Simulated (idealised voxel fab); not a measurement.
Process module in this document: voxel local oxidation
In the cross-section labelled cut, the width is 300 nm and each square cell is 5 nm.
If you're reading a cross-section in this doc, picture square cells in a grid; it comes to you as bands, top ones listed first down to the bottom, and a band can be one or more rows of cells. In this notation a band is specified by the heights of its top and bottom, in that order and in nm, after which its materials appear from left to right, each paired with its width in nm. The word "throughout" attached to a single material means that material fills the band from edge to edge; the word "blank" stands for empty space. Where do heights start? At 0: under that level the wafer as delivered is made of one material only. And the lowest band has no floor; it just carries on downward, as in "0..down". Read "30->40" as a graded width: first number on top, second number at the bottom, same change between each pair of neighbouring rows. Given "all unchanged" for a step, no cell of the cross-section differs between before and after that step. The entry titled "Enclosed voids" provides the empty spaces that have no open way to the top, restricted to those of 8 cells or more. Each is presented as width x height at distance, the distance being measured from the left edge, with all three in nm. What comes after the settings on a step's line is commentary from the simulator itself on that step. overlay nm: step with mask; distance mask lay right of planned place; negative value = left of planned place.
-- Here's what the planned process steps look like
step 1: RECEIVE, material Si
step 2: CONFORMAL_DEP, material SiO2, thk nm 5
step 3: CONFORMAL_DEP, material SiN, thk nm 15
step 4: PATTERN, tone cover, mask id ACTIVE, material resist, width nm 105, thk nm 20, overlay nm 0
step 5: DIRECTIONAL_ETCH, etch materials SiN, depth nm 15
step 6: STRIP, etch materials resist
step 7: SELECTIVE_ETCH, etch materials SiO2, depth nm 5
step 8: OXIDIZE, depth nm 10
step 9: STRIP, etch materials SiN
-- as received, after step 1
0..down  Si throughout
Enclosed voids: none
-- Looking at the first of two wafers in cross-section at end of module - ran to plan
5..0  100 of blank; 95 of SiO2; 105 of blank
0..-10  110 of SiO2; 75 of Si; 115 of SiO2
-10..down  Si throughout
Enclosed voids: none
-- What the second wafer looks like in cross-section once the module is done. Its start and its plan matched the first wafer's exactly; what differed was one mistake in how it was run
0..-10  110 of blank; 75 of Si; 115 of blank
-10..down  Si throughout
Enclosed voids: none
Here's what went sideways: the process deviated at step 9: the operation and settings actually run there were STRIP, etch materials SiO2
Cell-count delta at end, second wafer over first, by material: 109 fewer of SiO2
